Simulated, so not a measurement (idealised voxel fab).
process module | voxel released beams
cross-section cut | 220 nm wide | cells 5 nm
A cross-section is a grid of square cells, given in bands from the top down. A band is one or more rows of cells.
Each band's line starts with the height of the band's top and of its bottom, in nm. Then come its materials from left to right, each with its width in nm. One material with "throughout" fills the band from edge to edge. "air" is empty space.
Height 0 is the level under which the wafer as received is all one material. The lowest band goes on downwards, as in "0 down".
A width such as "30 to 40" changes by the same amount from each row of cells to the next, from the band's top row to its bottom row.
"no change" after a step means that no cell of the cross-section changed.
closed voids: empty space of 8 cells or more with no open way to the top, each as width x height at its distance from the left edge, in nm
after a step's settings: what the simulator itself notes on the step
overlay nm, on a step with a mask: how far to the right of its planned place the mask lay; to the left if negative
plan
1 op RECEIVE | material Si
2 op CONFORMAL_DEP | material Al2O3 | thk nm 5
3 op DIRECTIONAL_DEP | material SiO2 | thk nm 10
4 op DIRECTIONAL_DEP | material aC | thk nm 15
5 op PATTERN | tone open | mask id ANCHOR | material resist | width nm 35 | thk nm 35 | overlay nm 0
6 op DIRECTIONAL_ETCH | etch materials aC | depth nm 15
7 op STRIP | etch materials resist
8 op DIRECTIONAL_ETCH | etch materials SiO2 | depth nm 10
9 op STRIP | etch materials aC
10 op CONFORMAL_DEP | material polySi | thk nm 10
11 op DIRECTIONAL_DEP | material aC | thk nm 15
12 op PATTERN | tone cover | mask id BEAM | material resist | width nm 85 | thk nm 30 | overlay nm 0
13 op DIRECTIONAL_ETCH | etch materials aC | depth nm 15
14 op STRIP | etch materials resist
15 op DIRECTIONAL_ETCH | etch materials polySi | depth nm 10
16 op STRIP | etch materials aC
17 op STRIP | etch materials SiO2
as received, after step 1
  0 down: Si throughout
  closed voids: none
a wafer at the end: this start, this plan, one mistake
  25 to 15: air 65 | polySi 85 | air 70
  15 to 5: polySi throughout
  5 to 0: Al2O3 throughout
  0 down: Si throughout
  closed voids: none
what went wrong: step 3 ran as: op DIRECTIONAL_DEP | material polySi | thk nm 10
